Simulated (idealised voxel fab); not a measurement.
Process module under the name voxel capacitor over wiring
For reference, the cross-section in this document is cut, with width 220 nm and square cells of 5 nm.
When this document writes out a cross-section, it uses a grid of square cells and lists it as bands, beginning at the top and moving down, with a band standing for one or more rows of cells. What a band's entry tells you: where the top is and where the bottom is, as heights in nm, and after that what lies inside, material by material from left to right, each with its width in nm. Empty space is written as the word "empty", and a single material marked with the word "all across" occupies the band from edge to edge. The reference from which all heights are counted is 0, the level beneath which the as-received wafer is entirely one material; the lowest band, having no lower bound, proceeds downward and is written after the example "0 nm and below". So if you see something like "30 to 40" for the width, read it as the top row of the band sitting at the first number and the bottom row at the second, with every row in between moving by the same amount as the last. Any step labelled "remained unchanged" changed none of the cells in the cross-section. What "Fully enclosed voids" gives you is every empty space of 8 cells or more that is cut off from the top. Each appears as width x height at distance, with the distance taken from the left edge and width, height and distance all in nm. Note: text after step settings on the step line = simulator remark on that step. A step line may carry the setting "overlay nm", which, for steps involving a mask, states the distance by which the mask lay to the right of its intended position; negative values denote displacement to the left.

List of planned process steps:
1,RECEIVE with material Si
2,CONFORMAL_DEP with material SiO2, thk nm 10
3,CONFORMAL_DEP with material SiN, thk nm 5
4,DIRECTIONAL_DEP with material SiO2, thk nm 15
5,PATTERN with tone open, mask id METAL_1, material resist, width nm 20, pitch nm 80, thk nm 20, overlay nm 0
6,DIRECTIONAL_ETCH with etch materials SiO2, depth nm 15
7,DIRECTIONAL_ETCH with etch materials SiN, depth nm 5
8,STRIP with etch materials resist
9,CONFORMAL_DEP with material TiN, thk nm 5
10,FILL_DEP with material Ru, thk nm 10
11,CMP with height nm 30
12,EPI with material Ru, thk nm 5
13,FILL_DEP with material SiCN, thk nm 5
14,DIRECTIONAL_DEP with material lowk, thk nm 20
15,DIRECTIONAL_DEP with material aC, thk nm 10
16,PATTERN with tone open, mask id PLUG_1, material resist, width nm 15, thk nm 25, overlay nm 0
17,DIRECTIONAL_ETCH with etch materials aC, depth nm 10
18,STRIP with etch materials resist
19,DIRECTIONAL_ETCH with etch materials lowk, depth nm 20
20,DIRECTIONAL_ETCH with etch materials SiCN, depth nm 5
21,STRIP with etch materials aC
22,EPI with material Ru, thk nm 10
23,EPI with material Ru, thk nm 10
24,EPI with material Ru, thk nm 5
25,DIRECTIONAL_DEP with material TiN, thk nm 5
26,DIRECTIONAL_DEP with material Al2O3, thk nm 5
27,DIRECTIONAL_DEP with material TiN, thk nm 5
28,DIRECTIONAL_DEP with material aC, thk nm 15
29,PATTERN with tone cover, mask id UPPER_PLATE, material resist, width nm 65, thk nm 35, overlay nm 0
30,DIRECTIONAL_ETCH with etch materials aC, depth nm 15
31,STRIP with etch materials resist
32,DIRECTIONAL_ETCH with etch materials TiN, depth nm 5
33,DIRECTIONAL_ETCH with etch materials Al2O3, depth nm 5
34,STRIP with etch materials aC
35,DIRECTIONAL_DEP with material aC, thk nm 15
36,PATTERN with tone cover, mask id LOWER_PLATE, material resist, width nm 75, thk nm 35, overlay nm 0
37,DIRECTIONAL_ETCH with etch materials aC, depth nm 15
38,STRIP with etch materials resist
39,DIRECTIONAL_ETCH with etch materials TiN, depth nm 5
40,STRIP with etch materials aC
41,FILL_DEP with material SiO2, thk nm 15
42,CMP with height nm 85
43,PATTERN with tone open, mask id PLUG_2, material resist, width nm 15, thk nm 15, overlay nm 0
44,DIRECTIONAL_ETCH with etch materials SiO2, depth nm 10
45,STRIP with etch materials resist
46,CONFORMAL_DEP with material TiN, thk nm 5
47,FILL_DEP with material Cu, thk nm 10
48,CMP with height nm 85
49,CONFORMAL_DEP with material SiN, thk nm 5

Wafer cross-section on receipt, i.e. after step 1:
    0 nm and below = Si all across
    Fully enclosed voids: none

What the wafer looks like in cross-section after this module, when it starts as shown above and follows the plan above but one mistake is made in running it:
    105 nm to 100 nm = SiN all across
    100 nm to 90 nm = Cu all across
    90 nm to 85 nm = 80 of TiN, 5 of Cu, 135 of TiN
    85 nm to 80 nm = 75 of SiO2, 5 of TiN, 5 of Cu, 5 of TiN, 130 of SiO2
    80 nm to 70 nm = 75 to 65 of SiO2, 15 to 65 of TiN, 130 to 90 of SiO2
    70 nm to 65 nm = 65 of SiO2, 65 of Al2O3, 90 of SiO2
    65 nm to 60 nm = 60 of SiO2, 75 of TiN, 85 of SiO2
    60 nm to 40 nm = 65 of lowk, 15 of Ru, 140 of lowk
    40 nm to 35 nm = 65 of SiCN, 15 of Ru, 140 of SiCN
    35 nm to 30 nm = 55 of SiCN, 30 of Ru, 50 of SiCN, 30 of Ru, 55 of SiCN
    30 nm to 15 nm = 60 of SiO2, 5 of TiN, 10 of Ru, 5 of TiN, 60 of SiO2, 5 of TiN, 10 of Ru, 5 of TiN, 60 of SiO2
    15 nm to 10 nm = 60 of SiN, 20 of TiN, 60 of SiN, 20 of TiN, 60 of SiN
    10 nm to 0 nm = SiO2 all across
    0 nm and below = Si all across
    Fully enclosed voids: none
Heads up, the wafer didn't run the way we planned it: step 48 of the plan was jumped over and never run
